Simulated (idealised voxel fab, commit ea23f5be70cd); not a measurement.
process module | voxel capacitor over wiring
cross-section cut | 160 nm wide | cells 5 nm
A cross-section is a grid of square cells, given in bands from the top down. A band is one or more rows of cells.
Each band's line starts with the height of the band's top and of its bottom, in nm. Then come its materials from left to right, each with its width in nm. One material with "throughout" fills the band from edge to edge. "air" is empty space.
Height 0 is the level under which the wafer as received is all one material. The lowest band goes on downwards, as in "0 down".
A width such as "30 to 40" changes by the same amount from each row of cells to the next, from the band's top row to its bottom row.
"no change" after a step means that no cell of the cross-section changed.
closed voids: empty space of 8 cells or more with no open way to the top, each as width x height at its distance from the left edge, in nm
after a step's settings: what the simulator itself notes on the step
overlay nm, on a step with a mask: how far to the right of its planned place the mask lay; to the left if negative
plan
1 op RECEIVE | material Si
2 op CONFORMAL_DEP | material SiO2 | thk nm 10
3 op CONFORMAL_DEP | material SiCN | thk nm 5
4 op DIRECTIONAL_DEP | material SiO2 | thk nm 25
5 op MASKED_ETCH | tone open | mask id METAL_1 | width nm 20 | pitch nm 75 | etch materials SiO2 | depth nm 25 | overlay nm 0
6 op MASKED_ETCH | tone open | mask id METAL_1 | width nm 20 | pitch nm 75 | etch materials SiCN | depth nm 5 | overlay nm 0
7 op CONFORMAL_DEP | material TiN | thk nm 5
8 op FILL_DEP | material Cu | thk nm 5
9 op CMP | height nm 40
10 op CONFORMAL_DEP | material SiCN | thk nm 5
11 op DIRECTIONAL_DEP | material lowk | thk nm 20
12 op DIRECTIONAL_DEP | material aC | thk nm 15
13 op PATTERN | tone open | mask id PLUG_1 | material resist | width nm 15 | thk nm 35 | overlay nm 0
14 op DIRECTIONAL_ETCH | etch materials aC | depth nm 15
15 op STRIP | etch materials resist
16 op DIRECTIONAL_ETCH | etch materials lowk | depth nm 20
17 op DIRECTIONAL_ETCH | etch materials SiCN | depth nm 5
18 op STRIP | etch materials aC
19 op EPI | material Ru | thk nm 10
20 op EPI | material Ru | thk nm 10
21 op EPI | material Ru | thk nm 5
22 op DIRECTIONAL_DEP | material TiN | thk nm 10
23 op DIRECTIONAL_DEP | material Al2O3 | thk nm 5
24 op DIRECTIONAL_DEP | material TiN | thk nm 5
25 op PATTERN | tone cover | mask id UPPER_PLATE | material resist | width nm 60 | thk nm 15 | overlay nm 0
26 op DIRECTIONAL_ETCH | etch materials TiN | depth nm 5
27 op DIRECTIONAL_ETCH | etch materials Al2O3 | depth nm 5
28 op STRIP | etch materials resist
29 op PATTERN | tone cover | mask id LOWER_PLATE | material resist | width nm 70 | thk nm 15 | overlay nm 0
30 op DIRECTIONAL_ETCH | etch materials TiN | depth nm 10
31 op STRIP | etch materials resist
32 op FILL_DEP | material SiO2 | thk nm 20
33 op CMP | height nm 100
34 op DIRECTIONAL_DEP | material aC | thk nm 15
35 op PATTERN | tone open | mask id PLUG_2 | material resist | width nm 15 | thk nm 30 | overlay nm 0
36 op DIRECTIONAL_ETCH | etch materials aC | depth nm 15
37 op STRIP | etch materials resist
38 op DIRECTIONAL_ETCH | etch materials SiO2 | depth nm 15
39 op STRIP | etch materials aC
40 op CONFORMAL_DEP | material TiN | thk nm 5
41 op FILL_DEP | material Cu | thk nm 5
42 op CMP | height nm 100
43 op CONFORMAL_DEP | material SiCN | thk nm 5
as received, after step 1
  0 down: Si throughout
  closed voids: none
first wafer at the end, as planned
  105 to 100: SiCN throughout
  100 to 90: SiO2 45 | TiN 5 | Cu 5 | TiN 5 | SiO2 100
  90 to 80: SiO2 45 to 35 | TiN 15 to 60 | SiO2 100 to 65
  80 to 75: SiO2 35 | Al2O3 60 | SiO2 65
  75 to 65: SiO2 30 | TiN 70 | SiO2 60
  65 to 45: lowk 35 | Ru 15 | lowk 110
  45 to 40: SiCN 35 | Ru 15 | SiCN 110
  40 to 15: SiO2 30 | TiN 5 | Cu 10 | TiN 5 | SiO2 55 | TiN 5 | Cu 10 | TiN 5 | SiO2 35
  15 to 10: SiCN 30 | TiN 20 | SiCN 55 | TiN 20 | SiCN 35
  10 to 0: SiO2 throughout
  0 down: Si throughout
  closed voids: none
second wafer at the end: like start, like plan, one mistake
  115 to 100: SiCN throughout
  100 to 90: SiO2 45 | TiN 5 | Cu 5 | TiN 5 | SiO2 100
  90 to 80: SiO2 45 to 35 | TiN 15 to 60 | SiO2 100 to 65
  80 to 75: SiO2 35 | Al2O3 60 | SiO2 65
  75 to 65: SiO2 30 | TiN 70 | SiO2 60
  65 to 45: lowk 35 | Ru 15 | lowk 110
  45 to 40: SiCN 35 | Ru 15 | SiCN 110
  40 to 15: SiO2 30 | TiN 5 | Cu 10 | TiN 5 | SiO2 55 | TiN 5 | Cu 10 | TiN 5 | SiO2 35
  15 to 10: SiCN 30 | TiN 20 | SiCN 55 | TiN 20 | SiCN 35
  10 to 0: SiO2 throughout
  0 down: Si throughout
  closed voids: none
what went wrong: step 43 ran as: op CONFORMAL_DEP | material SiCN | thk nm 15
at the end the second wafer has, in cells: 64 more of SiCN
